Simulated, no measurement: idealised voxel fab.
Process module in this document: voxel capacitor over wiring
The width of the displayed cross-section, cut, is 265 nm; its cells are square, with a size of 5 nm.
Cross-section = grid of square cells, listed top down in bands; band = one or more rows. Top height, bottom height, nm. Materials left to right, width each, nm. Single material + "full width" = fills band edge to edge. "blank" = empty. Heights from 0 (as-received wafer is one material below). Bottom band endless downward, as "0 nm and below". Read "30..40" as a graded width: first number on top, second number at the bottom, same change between each pair of neighbouring rows. "left unchanged", as given for a step, is the statement that not any cell of the cross-section underwent a change during that step. In "Tabulated closed voids" the enclosed voids are listed, meaning empty spaces of 8 cells or larger without any opening to the top. The form is width x height at distance, distance from the left edge, units nm. Read whatever lies past the settings on a step's line as the simulator's own remark about the step. For masked steps, "overlay nm" on the step line gives how far right of plan the mask actually lay; a minus sign means it lay to the left.

## plan
1 RECEIVE [material Si]
2 CONFORMAL_DEP [material SiO2] [thk nm 15]
3 CONFORMAL_DEP [material SiN] [thk nm 5]
4 DIRECTIONAL_DEP [material SiO2] [thk nm 20]
5 PATTERN [tone open] [mask id METAL_1] [material resist] [width nm 30] [pitch nm 80] [thk nm 15] [overlay nm 0]
6 DIRECTIONAL_ETCH [etch materials SiO2] [depth nm 20]
7 DIRECTIONAL_ETCH [etch materials SiN] [depth nm 5]
8 STRIP [etch materials resist]
9 CONFORMAL_DEP [material TiN] [thk nm 5]
10 FILL_DEP [material Ru] [thk nm 5]
11 CMP [height nm 40]
12 EPI [material Ru] [thk nm 5]
13 FILL_DEP [material SiCN] [thk nm 5]
14 DIRECTIONAL_DEP [material SiO2] [thk nm 20]
15 MASKED_ETCH [tone open] [mask id PLUG_1] [width nm 15] [etch materials SiO2] [depth nm 20] [overlay nm 0]
16 MASKED_ETCH [tone open] [mask id PLUG_1] [width nm 15] [etch materials SiCN] [depth nm 5] [overlay nm 0]
17 EPI [material Ru] [thk nm 10]
18 EPI [material Ru] [thk nm 10]
19 EPI [material Ru] [thk nm 5]
20 DIRECTIONAL_DEP [material TiN] [thk nm 10]
21 DIRECTIONAL_DEP [material Al2O3] [thk nm 5]
22 DIRECTIONAL_DEP [material TiN] [thk nm 10]
23 DIRECTIONAL_DEP [material aC] [thk nm 15]
24 PATTERN [tone cover] [mask id UPPER_PLATE] [material resist] [width nm 55] [thk nm 30] [overlay nm 0]
25 DIRECTIONAL_ETCH [etch materials aC] [depth nm 15]
26 STRIP [etch materials resist]
27 DIRECTIONAL_ETCH [etch materials TiN] [depth nm 10]
28 DIRECTIONAL_ETCH [etch materials Al2O3] [depth nm 5]
29 STRIP [etch materials aC]
30 MASKED_ETCH [tone cover] [mask id LOWER_PLATE] [width nm 65] [etch materials TiN] [depth nm 10] [overlay nm 0]
31 FILL_DEP [material SiO2] [thk nm 15]
32 CMP [height nm 105]
33 DIRECTIONAL_DEP [material aC] [thk nm 10]
34 PATTERN [tone open] [mask id PLUG_2] [material resist] [width nm 15] [thk nm 30] [overlay nm 0]
35 DIRECTIONAL_ETCH [etch materials aC] [depth nm 10]
36 STRIP [etch materials resist]
37 DIRECTIONAL_ETCH [etch materials SiO2] [depth nm 10]
38 STRIP [etch materials aC]
39 CONFORMAL_DEP [material TiN] [thk nm 5]
40 FILL_DEP [material Cu] [thk nm 5]
41 CMP [height nm 105]
42 CONFORMAL_DEP [material SiCN] [thk nm 5]

## Shown in cross-section is the wafer as received, that is, as it stands after step 1
0 nm and below: Si full width
Tabulated closed voids: none

## Post-module cross-section of the first of two wafers (run per plan)
110 nm to 105 nm: SiCN full width
105 nm to 100 nm: SiO2 100  TiN 5  Cu 5  TiN 5  SiO2 150
100 nm to 95 nm: SiO2 100  TiN 15  SiO2 150
95 nm to 85 nm: SiO2 90  TiN 55  SiO2 120
85 nm to 80 nm: SiO2 90  Al2O3 55  SiO2 120
80 nm to 70 nm: SiO2 85  TiN 65  SiO2 115
70 nm to 50 nm: SiO2 90  Ru 15  SiO2 160
50 nm to 45 nm: SiCN 90  Ru 15  SiCN 160
45 nm to 40 nm: SiCN 70  Ru 40  SiCN 40  Ru 40  SiCN 75
40 nm to 20 nm: SiO2 75  TiN 5  Ru 20  TiN 5  SiO2 50  TiN 5  Ru 20  TiN 5  SiO2 80
20 nm to 15 nm: SiN 75  TiN 30  SiN 50  TiN 30  SiN 80
15 nm to 0 nm: SiO2 full width
0 nm and below: Si full width
Tabulated closed voids: none

## second wafer at the end: like start, like plan, one mistake
110 nm to 105 nm: SiCN full width
105 nm to 100 nm: Cu 95  TiN 5  SiO2 15  TiN 5  Cu 145
100 nm to 95 nm: TiN 100  SiO2 15  TiN 150
95 nm to 85 nm: SiO2 90  TiN 55  SiO2 120
85 nm to 80 nm: SiO2 90  Al2O3 55  SiO2 120
80 nm to 70 nm: SiO2 85  TiN 65  SiO2 115
70 nm to 50 nm: SiO2 90  Ru 15  SiO2 160
50 nm to 45 nm: SiCN 90  Ru 15  SiCN 160
45 nm to 40 nm: SiCN 70  Ru 40  SiCN 40  Ru 40  SiCN 75
40 nm to 20 nm: SiO2 75  TiN 5  Ru 20  TiN 5  SiO2 50  TiN 5  Ru 20  TiN 5  SiO2 80
20 nm to 15 nm: SiN 75  TiN 30  SiN 50  TiN 30  SiN 80
15 nm to 0 nm: SiO2 full width
0 nm and below: Si full width
Tabulated closed voids: none
Against the plan, the run slipped here: the process deviated at step 34: the operation and settings actually run there were PATTERN [tone cover] [mask id PLUG_2] [material resist] [width nm 15] [thk nm 30] [overlay nm 0]
Final comparison by cell count, materials where the second wafer has more or fewer than the first: Cu +47 | SiO2 -94 | TiN +47
